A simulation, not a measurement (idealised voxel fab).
process module | voxel wiring stack
cross-section cut | 255 nm wide | cells 5 nm
A cross-section is a grid of square cells, given in bands from the top down. A band is one or more rows of cells.
Each band's line starts with the height of the band's top and of its bottom, in nm. Then come its materials from left to right, each with its width in nm. One material with "throughout" fills the band from edge to edge. "air" is empty space.
Height 0 is the level under which the wafer as received is all one material. The lowest band goes on downwards, as in "0 down".
A width such as "30 to 40" changes by the same amount from each row of cells to the next, from the band's top row to its bottom row.
"no change" after a step means that no cell of the cross-section changed.
closed voids: empty space of 8 cells or more with no open way to the top, each as width x height at its distance from the left edge, in nm
after a step's settings: what the simulator itself notes on the step
overlay nm, on a step with a mask: how far to the right of its planned place the mask lay; to the left if negative
plan
1 op RECEIVE | material Si
2 op CONFORMAL_DEP | material SiO2 | thk nm 10
3 op DIRECTIONAL_DEP | material TiN | thk nm 5
4 op DIRECTIONAL_DEP | material Ru | thk nm 25
5 op PATTERN | tone cover | mask id METAL_1 | material resist | width nm 25 | pitch nm 45 | thk nm 20 | overlay nm 0
6 op DIRECTIONAL_ETCH | etch materials Ru | depth nm 25
7 op DIRECTIONAL_ETCH | etch materials TiN | depth nm 5
8 op STRIP | etch materials resist
9 op CONFORMAL_DEP | material SiN | thk nm 5
10 op FILL_DEP | material lowk | thk nm 5
11 op CMP | height nm 40
12 op CONFORMAL_DEP | material SiCN | thk nm 5
13 op DIRECTIONAL_DEP | material lowk | thk nm 25
14 op PATTERN | tone open | mask id METAL_2 | material resist | width nm 25 | pitch nm 45 | thk nm 20 | overlay nm 0
15 op DIRECTIONAL_ETCH | etch materials lowk | depth nm 15
16 op STRIP | etch materials resist
17 op PATTERN | tone open | mask id METAL_2_HOLES | material resist | width nm 15 | pitch nm 45 | thk nm 20 | overlay nm 0
18 op DIRECTIONAL_ETCH | etch materials lowk | depth nm 10
19 op DIRECTIONAL_ETCH | etch materials SiCN | depth nm 5
20 op STRIP | etch materials resist
21 op CONFORMAL_DEP | material TiN | thk nm 5
22 op FILL_DEP | material Cu | thk nm 5
23 op CMP | height nm 70
24 op CONFORMAL_DEP | material SiN | thk nm 5
as received, after step 1
  0 down: Si throughout
  closed voids: none
first wafer at the end, as planned
  75 to 70: SiN throughout
  70 to 60: lowk 45 | TiN 5 | Cu 15 | TiN 5 | lowk 20 | TiN 5 | Cu 15 | TiN 5 | lowk 20 | TiN 5 | Cu 15 | TiN 5 | lowk 20 | TiN 5 | Cu 15 | TiN 5 | lowk 50
  60 to 55: lowk 45 | TiN 5 | Cu 5 | TiN 15 | lowk 20 | TiN 5 | Cu 5 | TiN 15 | lowk 20 | TiN 5 | Cu 5 | TiN 15 | lowk 20 | TiN 5 | Cu 5 | TiN 15 | lowk 50
  55 to 45: lowk 45 | TiN 5 | Cu 5 | TiN 5 | lowk 30 | TiN 5 | Cu 5 | TiN 5 | lowk 30 | TiN 5 | Cu 5 | TiN 5 | lowk 30 | TiN 5 | Cu 5 | TiN 5 | lowk 60
  45 to 40: SiCN 45 | TiN 15 | SiCN 30 | TiN 15 | SiCN 30 | TiN 15 | SiCN 30 | TiN 15 | SiCN 60
  40 to 15: lowk 40 | SiN 5 | Ru 25 | SiN 5 | lowk 10 | SiN 5 | Ru 25 | SiN 5 | lowk 10 | SiN 5 | Ru 25 | SiN 5 | lowk 10 | SiN 5 | Ru 25 | SiN 5 | lowk 45
  15 to 10: SiN 45 | TiN 25 | SiN 20 | TiN 25 | SiN 20 | TiN 25 | SiN 20 | TiN 25 | SiN 50
  10 to 0: SiO2 throughout
  0 down: Si throughout
  closed voids: none
second wafer at the end: like start, like plan, one mistake
  75 to 70: SiN throughout
  70 to 65: Cu throughout
  65 to 60: TiN 50 | Cu 15 | TiN 30 | Cu 15 | TiN 30 | Cu 15 | TiN 30 | Cu 15 | TiN 55
  60 to 55: lowk 45 | TiN 25 | lowk 20 | TiN 25 | lowk 20 | TiN 25 | lowk 20 | TiN 25 | lowk 50
  55 to 45: lowk 60 | TiN 10 | lowk 35 | TiN 10 | lowk 35 | TiN 10 | lowk 35 | TiN 10 | lowk 50
  45 to 40: SiCN 60 | TiN 10 | SiCN 35 | TiN 10 | SiCN 35 | TiN 10 | SiCN 35 | TiN 10 | SiCN 50
  40 to 15: lowk 40 | SiN 5 | Ru 25 | SiN 5 | lowk 10 | SiN 5 | Ru 25 | SiN 5 | lowk 10 | SiN 5 | Ru 25 | SiN 5 | lowk 10 | SiN 5 | Ru 25 | SiN 5 | lowk 45
  15 to 10: SiN 45 | TiN 25 | SiN 20 | TiN 25 | SiN 20 | TiN 25 | SiN 20 | TiN 25 | SiN 50
  10 to 0: SiO2 throughout
  0 down: Si throughout
  closed voids: none
what went wrong: step 17 ran as: op PATTERN | tone cover | mask id METAL_2_HOLES | material resist | width nm 15 | pitch nm 45 | thk nm 20 | overlay nm 0
at the end the second wafer has, in cells: 27 more of Cu | 4 more of SiCN | 23 more of TiN | 54 fewer of lowk
